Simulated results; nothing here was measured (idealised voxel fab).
process module | voxel spacer lines
cross-section cut | 195 nm wide | cells 5 nm
A cross-section is a grid of square cells, given in bands from the top down. A band is one or more rows of cells.
Each band's line starts with the height of the band's top and of its bottom, in nm. Then come its materials from left to right, each with its width in nm. One material with "throughout" fills the band from edge to edge. "air" is empty space.
Height 0 is the level under which the wafer as received is all one material. The lowest band goes on downwards, as in "0 down".
A width such as "30 to 40" changes by the same amount from each row of cells to the next, from the band's top row to its bottom row.
"no change" after a step means that no cell of the cross-section changed.
closed voids: empty space of 8 cells or more with no open way to the top, each as width x height at its distance from the left edge, in nm
after a step's settings: what the simulator itself notes on the step
overlay nm, on a step with a mask: how far to the right of its planned place the mask lay; to the left if negative
plan
1 op RECEIVE | material Si
2 op CONFORMAL_DEP | material SiO2 | thk nm 10
3 op DIRECTIONAL_DEP | material polySi | thk nm 10
4 op DIRECTIONAL_DEP | material aC | thk nm 30
5 op PATTERN | tone cover | mask id MANDREL | material resist | width nm 25 | pitch nm 70 | thk nm 35 | overlay nm 0
6 op DIRECTIONAL_ETCH | etch materials aC | depth nm 30
7 op STRIP | etch materials resist
8 op CONFORMAL_DEP | material SiN | thk nm 10
9 op DIRECTIONAL_ETCH | etch materials SiN | depth nm 10
10 op STRIP | etch materials aC
11 op DIRECTIONAL_ETCH | etch materials polySi | depth nm 10
12 op STRIP | etch materials SiN
as received, after step 1
  0 down: Si throughout
  closed voids: none
first wafer at the end, as planned
  20 to 10: air 5 | polySi 10 | air 25 | polySi 10 | air 25 | polySi 10 | air 25 | polySi 10 | air 25 | polySi 10 | air 25 | polySi 10 | air 5
  10 to 0: SiO2 throughout
  0 down: Si throughout
  closed voids: none
second wafer at the end: like start, like plan, one mistake
  20 to 10: air 15 | polySi 10 | air 5 | polySi 10 | air 45 | polySi 10 | air 5 | polySi 10 | air 45 | polySi 10 | air 5 | polySi 10 | air 15
  10 to 0: SiO2 throughout
  0 down: Si throughout
  closed voids: none
what went wrong: step 5 ran as: op PATTERN | tone open | mask id MANDREL | material resist | width nm 25 | pitch nm 70 | thk nm 35 | overlay nm 0
at the end the second wafer has, in cells: as many of each material as the first, in other places
